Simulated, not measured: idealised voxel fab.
Documented hereafter: the process module known as voxel released beams.
cross-section cut | 300 nm wide | cells 5 nm
Format of a cross-section: grid, square cells. Given as bands. Order: top down. Band: one or more rows of cells.
Band: top and bottom heights (nm) first, top before bottom; then materials from left to right, widths in nm. "edge to edge" marks a sole material filling the band edge to edge. "blank" denotes empty space.
A quick word on heights: they are counted from 0, and under that level the wafer as it came to us is one material throughout. The lowest band is different from the rest in having no bottom; it simply continues downward, written as in "top 0, no bottom".
The two numbers in a width such as "30->40" mark its ends across the band: the first belongs to the top row of cells, the second to the bottom row, and from each row to the next the width moves by the same amount.
Where a step carries "nothing different", the cross-section came out of it unchanged, cell for cell.
Listed in "Enclosed empty spaces": every empty space of 8 or more cells without an open way to the top. Form: width x height at distance, the distance being from the left edge, all in nm.
Past the settings on a step's line: simulator remark, on that step.
The "overlay nm" setting may appear on a step's line; for a step that uses a mask, it gives how far to the right of its planned position the mask lay, and a negative value indicates the left.
Read the rest as pairs. Take the cross-section before one process step, then the cross-section after it, which shows only down to the lowest band that changed. Under the pair, find the step between them and its settings. Bear in mind that pairs may come from different runs of this module on the same starting wafer: link a pair to the pair above it only where its entry headed "Pre-step geometry" says to.

PRE-STEP GEOMETRY
> top 0, no bottom: Si edge to edge
> Enclosed empty spaces: none

CROSS-SECTION AFTER STEP
> top 10, bottom 0: Al2O3 edge to edge
> Whatever lies below 0 is exactly as it was before.
> Enclosed empty spaces: none
Can you say which step sits between the two cross-sections above? op CONFORMAL_DEP | material Al2O3 | thk nm 10

Pre-step geometry: see the after view in the pair directly above.

CROSS-SECTION AFTER STEP
> top 20, bottom 10: SiO2 edge to edge
> Whatever lies below 10 is exactly as it was before.
> Enclosed empty spaces: none
Can you say which step sits between the two cross-sections above? op DIRECTIONAL_DEP | material SiO2 | thk nm 10

Pre-step geometry: see the after view in the pair directly above.

CROSS-SECTION AFTER STEP
> top 30, bottom 20: aC edge to edge
> Whatever lies below 20 is exactly as it was before.
> Enclosed empty spaces: none
Can you say which step sits between the two cross-sections above? op DIRECTIONAL_DEP | material aC | thk nm 10

Pre-step geometry: see the after view in the pair directly above.

CROSS-SECTION AFTER STEP
> top 55, bottom 30: 100 nm resist, 40 nm blank, 160 nm resist
> Whatever lies below 30 is exactly as it was before.
> Enclosed empty spaces: none
Can you say which step sits between the two cross-sections above? op PATTERN | tone open | mask id ANCHOR | material resist | width nm 40 | thk nm 25 | overlay nm 0

Pre-step geometry: see the after view in the pair directly above.

CROSS-SECTION AFTER STEP
> top 45, bottom 30: 100 nm resist, 40 nm blank, 160 nm resist
> top 30, bottom 20: 100 nm aC, 40 nm blank, 160 nm aC
> Whatever lies below 20 is exactly as it was before.
> Enclosed empty spaces: none
Can you say which step sits between the two cross-sections above? op DIRECTIONAL_ETCH | etch materials aC | depth nm 10

Pre-step geometry: see the after view in the pair directly above.

CROSS-SECTION AFTER STEP
> top 30, bottom 20: 100 nm aC, 40 nm blank, 160 nm aC
> Whatever lies below 20 is exactly as it was before.
> Enclosed empty spaces: none
Can you say which step sits between the two cross-sections above? op STRIP | etch materials resist

Pre-step geometry: see the after view in the pair directly above.

CROSS-SECTION AFTER STEP
> top 30, bottom 20: 100 nm aC, 40 nm blank, 160 nm aC
> top 20, bottom 10: 100 nm SiO2, 40 nm blank, 160 nm SiO2
> Whatever lies below 10 is exactly as it was before.
> Enclosed empty spaces: none
Can you say which step sits between the two cross-sections above? op DIRECTIONAL_ETCH | etch materials SiO2 | depth nm 10

Pre-step geometry: see the after view in the pair directly above.

CROSS-SECTION AFTER STEP
> top 20, bottom 10: 100 nm SiO2, 40 nm blank, 160 nm SiO2
> Whatever lies below 10 is exactly as it was before.
> Enclosed empty spaces: none
Can you say which step sits between the two cross-sections above? op STRIP | etch materials aC

Pre-step geometry: see the after view in the pair directly above.

CROSS-SECTION AFTER STEP
> top 35, bottom 25: 115 nm SiN, 10 nm blank, 175 nm SiN
> top 25, bottom 20: SiN edge to edge
> top 20, bottom 10: 100 nm SiO2, 40 nm SiN, 160 nm SiO2
> Whatever lies below 10 is exactly as it was before.
> Enclosed empty spaces: none
Can you say which step sits between the two cross-sections above? op CONFORMAL_DEP | material SiN | thk nm 15

Pre-step geometry: see the after view in the pair directly above.

CROSS-SECTION AFTER STEP
> top 50, bottom 40: 115 nm aC, 10 nm blank, 175 nm aC
> top 40, bottom 35: aC edge to edge
> top 35, bottom 25: 115 nm SiN, 10 nm aC, 175 nm SiN
> Whatever lies below 25 is exactly as it was before.
> Enclosed empty spaces: none
Can you say which step sits between the two cross-sections above? op DIRECTIONAL_DEP | material aC | thk nm 15

Pre-step geometry: see the after view in the pair directly above.

CROSS-SECTION AFTER STEP
> top 80, bottom 50: 95 nm blank, 100 nm resist, 105 nm blank
> top 50, bottom 40: 115 nm aC, 10 nm resist, 175 nm aC
> Whatever lies below 40 is exactly as it was before.
> Enclosed empty spaces: none
Can you say which step sits between the two cross-sections above? op PATTERN | tone cover | mask id BEAM | material resist | width nm 100 | thk nm 30 | overlay nm 0

Pre-step geometry: see the after view in the pair directly above.

CROSS-SECTION AFTER STEP
> top 65, bottom 50: 95 nm blank, 100 nm resist, 105 nm blank
> top 50, bottom 40: 95 nm blank, 20 nm aC, 10 nm resist, 70 nm aC, 105 nm blank
> top 40, bottom 35: 95 nm blank, 100 nm aC, 105 nm blank
> Whatever lies below 35 is exactly as it was before.
> Enclosed empty spaces: none
Can you say which step sits between the two cross-sections above? op DIRECTIONAL_ETCH | etch materials aC | depth nm 15

Pre-step geometry: see the after view in the pair directly above.

CROSS-SECTION AFTER STEP
> top 50, bottom 40: 95 nm blank, 20 nm aC, 10 nm blank, 70 nm aC, 105 nm blank
> Whatever lies below 40 is exactly as it was before.
> Enclosed empty spaces: none
Can you say which step sits between the two cross-sections above? op STRIP | etch materials resist

Pre-step geometry: see the after view in the pair directly above.

CROSS-SECTION AFTER STEP
> top 50, bottom 40: 95 nm blank, 20 nm aC, 10 nm blank, 70 nm aC, 105 nm blank
> top 40, bottom 35: 95 nm blank, 100 nm aC, 105 nm blank
> top 35, bottom 25: 95 nm blank, 20 nm SiN, 10 nm aC, 70 nm SiN, 105 nm blank
> top 25, bottom 20: 95 nm blank, 100 nm SiN, 105 nm blank
> Whatever lies below 20 is exactly as it was before.
> Enclosed empty spaces: none
Can you say which step sits between the two cross-sections above? op DIRECTIONAL_ETCH | etch materials SiN | depth nm 15

Pre-step geometry: see the after view in the pair directly above.

CROSS-SECTION AFTER STEP
> top 35, bottom 25: 95 nm blank, 20 nm SiN, 10 nm blank, 70 nm SiN, 105 nm blank
> Whatever lies below 25 is exactly as it was before.
> Enclosed empty spaces: none
Can you say which step sits between the two cross-sections above? op STRIP | etch materials aC

Pre-step geometry: see the after view in the pair directly above.

CROSS-SECTION AFTER STEP
> top 35, bottom 25: 95 nm blank, 20 nm SiN, 10 nm blank, 70 nm SiN, 105 nm blank
> top 25, bottom 20: 95 nm blank, 100 nm SiN, 105 nm blank
> top 20, bottom 10: 100 nm blank, 40 nm SiN, 160 nm blank
> Whatever lies below 10 is exactly as it was before.
> Enclosed empty spaces: none
Can you say which step sits between the two cross-sections above? op STRIP | etch materials SiO2

PRE-STEP GEOMETRY
> top 0, no bottom: Si edge to edge
> Enclosed empty spaces: none

CROSS-SECTION AFTER STEP
> top 10, bottom 0: SiO2 edge to edge
> Whatever lies below 0 is exactly as it was before.
> Enclosed empty spaces: none
Can you say which step sits between the two cross-sections above? op DIRECTIONAL_DEP | material SiO2 | thk nm 10

Pre-step geometry: see the after view in the pair directly above.

CROSS-SECTION AFTER STEP
> top 20, bottom 10: aC edge to edge
> Whatever lies below 10 is exactly as it was before.
> Enclosed empty spaces: none
Can you say which step sits between the two cross-sections above? op DIRECTIONAL_DEP | material aC | thk nm 10

Pre-step geometry: see the after view in the pair directly above.

CROSS-SECTION AFTER STEP
> top 45, bottom 20: 100 nm resist, 40 nm blank, 160 nm resist
> Whatever lies below 20 is exactly as it was before.
> Enclosed empty spaces: none
Can you say which step sits between the two cross-sections above? op PATTERN | tone open | mask id ANCHOR | material resist | width nm 40 | thk nm 25 | overlay nm 0

Pre-step geometry: see the after view in the pair directly above.

CROSS-SECTION AFTER STEP
> top 35, bottom 20: 100 nm resist, 40 nm blank, 160 nm resist
> top 20, bottom 10: 100 nm aC, 40 nm blank, 160 nm aC
> Whatever lies below 10 is exactly as it was before.
> Enclosed empty spaces: none
Can you say which step sits between the two cross-sections above? op DIRECTIONAL_ETCH | etch materials aC | depth nm 10

Pre-step geometry: see the after view in the pair directly above.

CROSS-SECTION AFTER STEP
> top 20, bottom 10: 100 nm aC, 40 nm blank, 160 nm aC
> Whatever lies below 10 is exactly as it was before.
> Enclosed empty spaces: none
Can you say which step sits between the two cross-sections above? op STRIP | etch materials resist

Pre-step geometry: see the after view in the pair directly above.

CROSS-SECTION AFTER STEP
> top 20, bottom 10: 100 nm aC, 40 nm blank, 160 nm aC
> top 10, bottom 0: 100 nm SiO2, 40 nm blank, 160 nm SiO2
> Whatever lies below 0 is exactly as it was before.
> Enclosed empty spaces: none
Can you say which step sits between the two cross-sections above? op DIRECTIONAL_ETCH | etch materials SiO2 | depth nm 10

Pre-step geometry: see the after view in the pair directly above.

CROSS-SECTION AFTER STEP
> top 10, bottom 0: 100 nm SiO2, 40 nm blank, 160 nm SiO2
> Whatever lies below 0 is exactly as it was before.
> Enclosed empty spaces: none
Can you say which step sits between the two cross-sections above? op STRIP | etch materials aC

Pre-step geometry: see the after view in the pair directly above.

CROSS-SECTION AFTER STEP
> top 25, bottom 15: 115 nm SiN, 10 nm blank, 175 nm SiN
> top 15, bottom 10: SiN edge to edge
> top 10, bottom 0: 100 nm SiO2, 40 nm SiN, 160 nm SiO2
> Whatever lies below 0 is exactly as it was before.
> Enclosed empty spaces: none
Can you say which step sits between the two cross-sections above? op CONFORMAL_DEP | material SiN | thk nm 15

Pre-step geometry: see the after view in the pair directly above.

CROSS-SECTION AFTER STEP
> top 40, bottom 30: 115 nm aC, 10 nm blank, 175 nm aC
> top 30, bottom 25: aC edge to edge
> top 25, bottom 15: 115 nm SiN, 10 nm aC, 175 nm SiN
> Whatever lies below 15 is exactly as it was before.
> Enclosed empty spaces: none
Can you say which step sits between the two cross-sections above? op DIRECTIONAL_DEP | material aC | thk nm 15

Pre-step geometry: see the after view in the pair directly above.

CROSS-SECTION AFTER STEP
> top 70, bottom 40: 95 nm blank, 100 nm resist, 105 nm blank
> top 40, bottom 30: 115 nm aC, 10 nm resist, 175 nm aC
> Whatever lies below 30 is exactly as it was before.
> Enclosed empty spaces: none
Can you say which step sits between the two cross-sections above? op PATTERN | tone cover | mask id BEAM | material resist | width nm 100 | thk nm 30 | overlay nm 0

Pre-step geometry: see the after view in the pair directly above.

CROSS-SECTION AFTER STEP
> top 55, bottom 40: 95 nm blank, 100 nm resist, 105 nm blank
> top 40, bottom 30: 95 nm blank, 20 nm aC, 10 nm resist, 70 nm aC, 105 nm blank
> top 30, bottom 25: 95 nm blank, 100 nm aC, 105 nm blank
> Whatever lies below 25 is exactly as it was before.
> Enclosed empty spaces: none
Can you say which step sits between the two cross-sections above? op DIRECTIONAL_ETCH | etch materials aC | depth nm 15

Pre-step geometry: see the after view in the pair directly above.

CROSS-SECTION AFTER STEP
> top 40, bottom 30: 95 nm blank, 20 nm aC, 10 nm blank, 70 nm aC, 105 nm blank
> Whatever lies below 30 is exactly as it was before.
> Enclosed empty spaces: none
Can you say which step sits between the two cross-sections above? op STRIP | etch materials resist

Pre-step geometry: see the after view in the pair directly above.

CROSS-SECTION AFTER STEP
> top 40, bottom 30: 95 nm blank, 20 nm aC, 10 nm blank, 70 nm aC, 105 nm blank
> top 30, bottom 25: 95 nm blank, 100 nm aC, 105 nm blank
> top 25, bottom 15: 95 nm blank, 20 nm SiN, 10 nm aC, 70 nm SiN, 105 nm blank
> top 15, bottom 10: 95 nm blank, 100 nm SiN, 105 nm blank
> Whatever lies below 10 is exactly as it was before.
> Enclosed empty spaces: none
Can you say which step sits between the two cross-sections above? op DIRECTIONAL_ETCH | etch materials SiN | depth nm 15

Pre-step geometry: see the after view in the pair directly above.

CROSS-SECTION AFTER STEP
> top 25, bottom 15: 95 nm blank, 20 nm SiN, 10 nm blank, 70 nm SiN, 105 nm blank
> Whatever lies below 15 is exactly as it was before.
> Enclosed empty spaces: none
Can you say which step sits between the two cross-sections above? op STRIP | etch materials aC

Pre-step geometry: see the after view in the pair directly above.

CROSS-SECTION AFTER STEP
> top 25, bottom 15: 95 nm blank, 20 nm SiN, 10 nm blank, 70 nm SiN, 105 nm blank
> top 15, bottom 10: 95 nm blank, 100 nm SiN, 105 nm blank
> top 10, bottom 0: 100 nm blank, 40 nm SiN, 160 nm blank
> Whatever lies below 0 is exactly as it was before.
> Enclosed empty spaces: none
Can you say which step sits between the two cross-sections above? op STRIP | etch materials SiO2

PRE-STEP GEOMETRY
> top 35, bottom 25: 115 nm SiN, 10 nm blank, 175 nm SiN
> top 25, bottom 20: SiN edge to edge
> top 20, bottom 10: 100 nm SiO2, 40 nm SiN, 160 nm SiO2
> top 10, bottom 0: Al2O3 edge to edge
> top 0, no bottom: Si edge to edge
> Enclosed empty spaces: none

CROSS-SECTION AFTER STEP
> top 50, bottom 20: SiN edge to edge
> Whatever lies below 20 is exactly as it was before.
> Enclosed empty spaces: none
Can you say which step sits between the two cross-sections above? op CONFORMAL_DEP | material SiN | thk nm 15

Pre-step geometry: see the after view in the pair directly above.

CROSS-SECTION AFTER STEP
> top 65, bottom 50: aC edge to edge
> Whatever lies below 50 is exactly as it was before.
> Enclosed empty spaces: none
Can you say which step sits between the two cross-sections above? op DIRECTIONAL_DEP | material aC | thk nm 15

Pre-step geometry: see the after view in the pair directly above.

CROSS-SECTION AFTER STEP
> top 95, bottom 65: 95 nm blank, 100 nm resist, 105 nm blank
> Whatever lies below 65 is exactly as it was before.
> Enclosed empty spaces: none
Can you say which step sits between the two cross-sections above? op PATTERN | tone cover | mask id BEAM | material resist | width nm 100 | thk nm 30 | overlay nm 0

Pre-step geometry: see the after view in the pair directly above.

CROSS-SECTION AFTER STEP
> top 80, bottom 65: 95 nm blank, 100 nm resist, 105 nm blank
> top 65, bottom 50: 95 nm blank, 100 nm aC, 105 nm blank
> Whatever lies below 50 is exactly as it was before.
> Enclosed empty spaces: none
Can you say which step sits between the two cross-sections above? op DIRECTIONAL_ETCH | etch materials aC | depth nm 15

Pre-step geometry: see the after view in the pair directly above.

CROSS-SECTION AFTER STEP
> top 65, bottom 50: 95 nm blank, 100 nm aC, 105 nm blank
> Whatever lies below 50 is exactly as it was before.
> Enclosed empty spaces: none
Can you say which step sits between the two cross-sections above? op STRIP | etch materials resist

Pre-step geometry: see the after view in the pair directly above.

CROSS-SECTION AFTER STEP
> top 65, bottom 50: 95 nm blank, 100 nm aC, 105 nm blank
> top 50, bottom 35: 95 nm blank, 100 nm SiN, 105 nm blank
> Whatever lies below 35 is exactly as it was before.
> Enclosed empty spaces: none
Can you say which step sits between the two cross-sections above? op DIRECTIONAL_ETCH | etch materials SiN | depth nm 15

Pre-step geometry: see the after view in the pair directly above.

CROSS-SECTION AFTER STEP
> top 50, bottom 35: 95 nm blank, 100 nm SiN, 105 nm blank
> Whatever lies below 35 is exactly as it was before.
> Enclosed empty spaces: none
Can you say which step sits between the two cross-sections above? op STRIP | etch materials aC

PRE-STEP GEOMETRY
> top 10, bottom 0: SiO2 edge to edge
> top 0, no bottom: Si edge to edge
> Enclosed empty spaces: none

CROSS-SECTION AFTER STEP
> top 20, bottom 10: Al2O3 edge to edge
> Whatever lies below 10 is exactly as it was before.
> Enclosed empty spaces: none
Can you say which step sits between the two cross-sections above? op CONFORMAL_DEP | material Al2O3 | thk nm 10

Pre-step geometry: see the after view in the pair directly above.

CROSS-SECTION AFTER STEP
> top 30, bottom 20: aC edge to edge
> Whatever lies below 20 is exactly as it was before.
> Enclosed empty spaces: none
Can you say which step sits between the two cross-sections above? op DIRECTIONAL_DEP | material aC | thk nm 10

Pre-step geometry: see the after view in the pair directly above.

CROSS-SECTION AFTER STEP
> top 55, bottom 30: 100 nm resist, 40 nm blank, 160 nm resist
> Whatever lies below 30 is exactly as it was before.
> Enclosed empty spaces: none
Can you say which step sits between the two cross-sections above? op PATTERN | tone open | mask id ANCHOR | material resist | width nm 40 | thk nm 25 | overlay nm 0

Pre-step geometry: see the after view in the pair directly above.

CROSS-SECTION AFTER STEP
> top 45, bottom 30: 100 nm resist, 40 nm blank, 160 nm resist
> top 30, bottom 20: 100 nm aC, 40 nm blank, 160 nm aC
> Whatever lies below 20 is exactly as it was before.
> Enclosed empty spaces: none
Can you say which step sits between the two cross-sections above? op DIRECTIONAL_ETCH | etch materials aC | depth nm 10

Pre-step geometry: see the after view in the pair directly above.

CROSS-SECTION AFTER STEP
> top 30, bottom 20: 100 nm aC, 40 nm blank, 160 nm aC
> Whatever lies below 20 is exactly as it was before.
> Enclosed empty spaces: none
Can you say which step sits between the two cross-sections above? op STRIP | etch materials resist

Pre-step geometry: see the after view in the pair directly above.

CROSS-SECTION AFTER STEP
> top 20, bottom 10: Al2O3 edge to edge
> Whatever lies below 10 is exactly as it was before.
> Enclosed empty spaces: none
Can you say which step sits between the two cross-sections above? op STRIP | etch materials aC

Pre-step geometry: see the after view in the pair directly above.

CROSS-SECTION AFTER STEP
> top 35, bottom 20: SiN edge to edge
> Whatever lies below 20 is exactly as it was before.
> Enclosed empty spaces: none
Can you say which step sits between the two cross-sections above? op CONFORMAL_DEP | material SiN | thk nm 15

Pre-step geometry: see the after view in the pair directly above.

CROSS-SECTION AFTER STEP
> top 50, bottom 35: aC edge to edge
> Whatever lies below 35 is exactly as it was before.
> Enclosed empty spaces: none
Can you say which step sits between the two cross-sections above? op DIRECTIONAL_DEP | material aC | thk nm 15

Pre-step geometry: see the after view in the pair directly above.

CROSS-SECTION AFTER STEP
> top 80, bottom 50: 95 nm blank, 100 nm resist, 105 nm blank
> Whatever lies below 50 is exactly as it was before.
> Enclosed empty spaces: none
Can you say which step sits between the two cross-sections above? op PATTERN | tone cover | mask id BEAM | material resist | width nm 100 | thk nm 30 | overlay nm 0

Pre-step geometry: see the after view in the pair directly above.

CROSS-SECTION AFTER STEP
> top 65, bottom 50: 95 nm blank, 100 nm resist, 105 nm blank
> top 50, bottom 35: 95 nm blank, 100 nm aC, 105 nm blank
> Whatever lies below 35 is exactly as it was before.
> Enclosed empty spaces: none
Can you say which step sits between the two cross-sections above? op DIRECTIONAL_ETCH | etch materials aC | depth nm 15

Pre-step geometry: see the after view in the pair directly above.

CROSS-SECTION AFTER STEP
> top 50, bottom 35: 95 nm blank, 100 nm aC, 105 nm blank
> Whatever lies below 35 is exactly as it was before.
> Enclosed empty spaces: none
Can you say which step sits between the two cross-sections above? op STRIP | etch materials resist

Pre-step geometry: see the after view in the pair directly above.

CROSS-SECTION AFTER STEP
> top 50, bottom 35: 95 nm blank, 100 nm aC, 105 nm blank
> top 35, bottom 20: 95 nm blank, 100 nm SiN, 105 nm blank
> Whatever lies below 20 is exactly as it was before.
> Enclosed empty spaces: none
Can you say which step sits between the two cross-sections above? op DIRECTIONAL_ETCH | etch materials SiN | depth nm 15

Pre-step geometry: see the after view in the pair directly above.

CROSS-SECTION AFTER STEP
> top 35, bottom 20: 95 nm blank, 100 nm SiN, 105 nm blank
> Whatever lies below 20 is exactly as it was before.
> Enclosed empty spaces: none
Can you say which step sits between the two cross-sections above? op STRIP | etch materials aC

PRE-STEP GEOMETRY
> top 0, no bottom: Si edge to edge
> Enclosed empty spaces: none

CROSS-SECTION AFTER STEP
> top 15, bottom 0: Al2O3 edge to edge
> Whatever lies below 0 is exactly as it was before.
> Enclosed empty spaces: none
Can you say which step sits between the two cross-sections above? op CONFORMAL_DEP | material Al2O3 | thk nm 15

Pre-step geometry: see the after view in the pair directly above.

CROSS-SECTION AFTER STEP
> top 25, bottom 15: SiO2 edge to edge
> Whatever lies below 15 is exactly as it was before.
> Enclosed empty spaces: none
Can you say which step sits between the two cross-sections above? op DIRECTIONAL_DEP | material SiO2 | thk nm 10

Pre-step geometry: see the after view in the pair directly above.

CROSS-SECTION AFTER STEP
> top 35, bottom 25: aC edge to edge
> Whatever lies below 25 is exactly as it was before.
> Enclosed empty spaces: none
Can you say which step sits between the two cross-sections above? op DIRECTIONAL_DEP | material aC | thk nm 10

Pre-step geometry: see the after view in the pair directly above.

CROSS-SECTION AFTER STEP
> top 60, bottom 35: 100 nm resist, 40 nm blank, 160 nm resist
> Whatever lies below 35 is exactly as it was before.
> Enclosed empty spaces: none
Can you say which step sits between the two cross-sections above? op PATTERN | tone open | mask id ANCHOR | material resist | width nm 40 | thk nm 25 | overlay nm 0

Pre-step geometry: see the after view in the pair directly above.

CROSS-SECTION AFTER STEP
> top 50, bottom 35: 100 nm resist, 40 nm blank, 160 nm resist
> top 35, bottom 25: 100 nm aC, 40 nm blank, 160 nm aC
> Whatever lies below 25 is exactly as it was before.
> Enclosed empty spaces: none
Can you say which step sits between the two cross-sections above? op DIRECTIONAL_ETCH | etch materials aC | depth nm 10

Pre-step geometry: see the after view in the pair directly above.

CROSS-SECTION AFTER STEP
> top 35, bottom 25: 100 nm aC, 40 nm blank, 160 nm aC
> Whatever lies below 25 is exactly as it was before.
> Enclosed empty spaces: none
Can you say which step sits between the two cross-sections above? op STRIP | etch materials resist

Pre-step geometry: see the after view in the pair directly above.

CROSS-SECTION AFTER STEP
> top 35, bottom 25: 100 nm aC, 40 nm blank, 160 nm aC
> top 25, bottom 15: 100 nm SiO2, 40 nm blank, 160 nm SiO2
> Whatever lies below 15 is exactly as it was before.
> Enclosed empty spaces: none
Can you say which step sits between the two cross-sections above? op DIRECTIONAL_ETCH | etch materials SiO2 | depth nm 10

Pre-step geometry: see the after view in the pair directly above.

CROSS-SECTION AFTER STEP
> top 25, bottom 15: 100 nm SiO2, 40 nm blank, 160 nm SiO2
> Whatever lies below 15 is exactly as it was before.
> Enclosed empty spaces: none
Can you say which step sits between the two cross-sections above? op STRIP | etch materials aC

Pre-step geometry: see the after view in the pair directly above.

CROSS-SECTION AFTER STEP
> top 40, bottom 30: 115 nm SiN, 10 nm blank, 175 nm SiN
> top 30, bottom 25: SiN edge to edge
> top 25, bottom 15: 100 nm SiO2, 40 nm SiN, 160 nm SiO2
> Whatever lies below 15 is exactly as it was before.
> Enclosed empty spaces: none
Can you say which step sits between the two cross-sections above? op CONFORMAL_DEP | material SiN | thk nm 15

Pre-step geometry: see the after view in the pair directly above.

CROSS-SECTION AFTER STEP
> top 55, bottom 45: 115 nm aC, 10 nm blank, 175 nm aC
> top 45, bottom 40: aC edge to edge
> top 40, bottom 30: 115 nm SiN, 10 nm aC, 175 nm SiN
> Whatever lies below 30 is exactly as it was before.
> Enclosed empty spaces: none
Can you say which step sits between the two cross-sections above? op DIRECTIONAL_DEP | material aC | thk nm 15

Pre-step geometry: see the after view in the pair directly above.

CROSS-SECTION AFTER STEP
> top 85, bottom 55: 95 nm blank, 100 nm resist, 105 nm blank
> top 55, bottom 45: 115 nm aC, 10 nm resist, 175 nm aC
> Whatever lies below 45 is exactly as it was before.
> Enclosed empty spaces: none
Can you say which step sits between the two cross-sections above? op PATTERN | tone cover | mask id BEAM | material resist | width nm 100 | thk nm 30 | overlay nm 0

Pre-step geometry: see the after view in the pair directly above.

CROSS-SECTION AFTER STEP
> top 70, bottom 55: 95 nm blank, 100 nm resist, 105 nm blank
> top 55, bottom 45: 95 nm blank, 20 nm aC, 10 nm resist, 70 nm aC, 105 nm blank
> top 45, bottom 40: 95 nm blank, 100 nm aC, 105 nm blank
> Whatever lies below 40 is exactly as it was before.
> Enclosed empty spaces: none
Can you say which step sits between the two cross-sections above? op DIRECTIONAL_ETCH | etch materials aC | depth nm 15

Pre-step geometry: see the after view in the pair directly above.

CROSS-SECTION AFTER STEP
> top 55, bottom 45: 95 nm blank, 20 nm aC, 10 nm blank, 70 nm aC, 105 nm blank
> Whatever lies below 45 is exactly as it was before.
> Enclosed empty spaces: none
Can you say which step sits between the two cross-sections above? op STRIP | etch materials resist

Pre-step geometry: see the after view in the pair directly above.

CROSS-SECTION AFTER STEP
> top 55, bottom 45: 95 nm blank, 20 nm aC, 10 nm blank, 70 nm aC, 105 nm blank
> top 45, bottom 40: 95 nm blank, 100 nm aC, 105 nm blank
> top 40, bottom 30: 95 nm blank, 20 nm SiN, 10 nm aC, 70 nm SiN, 105 nm blank
> top 30, bottom 25: 95 nm blank, 100 nm SiN, 105 nm blank
> Whatever lies below 25 is exactly as it was before.
> Enclosed empty spaces: none
Can you say which step sits between the two cross-sections above? op DIRECTIONAL_ETCH | etch materials SiN | depth nm 15

Pre-step geometry: see the after view in the pair directly above.

CROSS-SECTION AFTER STEP
> top 40, bottom 30: 95 nm blank, 20 nm SiN, 10 nm blank, 70 nm SiN, 105 nm blank
> Whatever lies below 30 is exactly as it was before.
> Enclosed empty spaces: none
Can you say which step sits between the two cross-sections above? op STRIP | etch materials aC

Pre-step geometry: see the after view in the pair directly above.

CROSS-SECTION AFTER STEP
> top 40, bottom 30: 95 nm blank, 20 nm SiN, 10 nm blank, 70 nm SiN, 105 nm blank
> top 30, bottom 25: 95 nm blank, 100 nm SiN, 105 nm blank
> top 25, bottom 15: 100 nm blank, 40 nm SiN, 160 nm blank
> Whatever lies below 15 is exactly as it was before.
> Enclosed empty spaces: none
Can you say which step sits between the two cross-sections above? op STRIP | etch materials SiO2

PRE-STEP GEOMETRY
> top 30, bottom 20: aC edge to edge
> top 20, bottom 10: SiO2 edge to edge
> top 10, bottom 0: Al2O3 edge to edge
> top 0, no bottom: Si edge to edge
> Enclosed empty spaces: none

CROSS-SECTION AFTER STEP
> top 55, bottom 30: 105 nm resist, 35 nm blank, 160 nm resist
> Whatever lies below 30 is exactly as it was before.
> Enclosed empty spaces: none
Can you say which step sits between the two cross-sections above? op PATTERN | tone open | mask id ANCHOR | material resist | width nm 35 | thk nm 25 | overlay nm 0

Pre-step geometry: see the after view in the pair directly above.

CROSS-SECTION AFTER STEP
> top 45, bottom 30: 105 nm resist, 35 nm blank, 160 nm resist
> top 30, bottom 20: 105 nm aC, 35 nm blank, 160 nm aC
> Whatever lies below 20 is exactly as it was before.
> Enclosed empty spaces: none
Can you say which step sits between the two cross-sections above? op DIRECTIONAL_ETCH | etch materials aC | depth nm 10

Pre-step geometry: see the after view in the pair directly above.

CROSS-SECTION AFTER STEP
> top 30, bottom 20: 105 nm aC, 35 nm blank, 160 nm aC
> Whatever lies below 20 is exactly as it was before.
> Enclosed empty spaces: none
Can you say which step sits between the two cross-sections above? op STRIP | etch materials resist

Pre-step geometry: see the after view in the pair directly above.

CROSS-SECTION AFTER STEP
> top 30, bottom 20: 105 nm aC, 35 nm blank, 160 nm aC
> top 20, bottom 10: 105 nm SiO2, 35 nm blank, 160 nm SiO2
> Whatever lies below 10 is exactly as it was before.
> Enclosed empty spaces: none
Can you say which step sits between the two cross-sections above? op DIRECTIONAL_ETCH | etch materials SiO2 | depth nm 10

Pre-step geometry: see the after view in the pair directly above.

CROSS-SECTION AFTER STEP
> top 20, bottom 10: 105 nm SiO2, 35 nm blank, 160 nm SiO2
> Whatever lies below 10 is exactly as it was before.
> Enclosed empty spaces: none
Can you say which step sits between the two cross-sections above? op STRIP | etch materials aC

Pre-step geometry: see the after view in the pair directly above.

CROSS-SECTION AFTER STEP
> top 35, bottom 25: 120 nm SiN, 5 nm blank, 175 nm SiN
> top 25, bottom 20: SiN edge to edge
> top 20, bottom 10: 105 nm SiO2, 35 nm SiN, 160 nm SiO2
> Whatever lies below 10 is exactly as it was before.
> Enclosed empty spaces: none
Can you say which step sits between the two cross-sections above? op CONFORMAL_DEP | material SiN | thk nm 15

Pre-step geometry: see the after view in the pair directly above.

CROSS-SECTION AFTER STEP
> top 50, bottom 40: 120 nm aC, 5 nm blank, 175 nm aC
> top 40, bottom 35: aC edge to edge
> top 35, bottom 25: 120 nm SiN, 5 nm aC, 175 nm SiN
> Whatever lies below 25 is exactly as it was before.
> Enclosed empty spaces: none
Can you say which step sits between the two cross-sections above? op DIRECTIONAL_DEP | material aC | thk nm 15

Pre-step geometry: see the after view in the pair directly above.

CROSS-SECTION AFTER STEP
> top 80, bottom 50: 95 nm blank, 100 nm resist, 105 nm blank
> top 50, bottom 40: 120 nm aC, 5 nm resist, 175 nm aC
> Whatever lies below 40 is exactly as it was before.
> Enclosed empty spaces: none
Can you say which step sits between the two cross-sections above? op PATTERN | tone cover | mask id BEAM | material resist | width nm 100 | thk nm 30 | overlay nm 0

Pre-step geometry: see the after view in the pair directly above.

CROSS-SECTION AFTER STEP
> top 65, bottom 50: 95 nm blank, 100 nm resist, 105 nm blank
> top 50, bottom 40: 95 nm blank, 25 nm aC, 5 nm resist, 70 nm aC, 105 nm blank
> top 40, bottom 35: 95 nm blank, 100 nm aC, 105 nm blank
> Whatever lies below 35 is exactly as it was before.
> Enclosed empty spaces: none
Can you say which step sits between the two cross-sections above? op DIRECTIONAL_ETCH | etch materials aC | depth nm 15

Pre-step geometry: see the after view in the pair directly above.

CROSS-SECTION AFTER STEP
> top 50, bottom 40: 95 nm blank, 25 nm aC, 5 nm blank, 70 nm aC, 105 nm blank
> Whatever lies below 40 is exactly as it was before.
> Enclosed empty spaces: none
Can you say which step sits between the two cross-sections above? op STRIP | etch materials resist

Pre-step geometry: see the after view in the pair directly above.

CROSS-SECTION AFTER STEP
> top 50, bottom 40: 95 nm blank, 25 nm aC, 5 nm blank, 70 nm aC, 105 nm blank
> top 40, bottom 35: 95 nm blank, 100 nm aC, 105 nm blank
> top 35, bottom 25: 95 nm blank, 25 nm SiN, 5 nm aC, 70 nm SiN, 105 nm blank
> top 25, bottom 20: 95 nm blank, 100 nm SiN, 105 nm blank
> Whatever lies below 20 is exactly as it was before.
> Enclosed empty spaces: none
Can you say which step sits between the two cross-sections above? op DIRECTIONAL_ETCH | etch materials SiN | depth nm 15
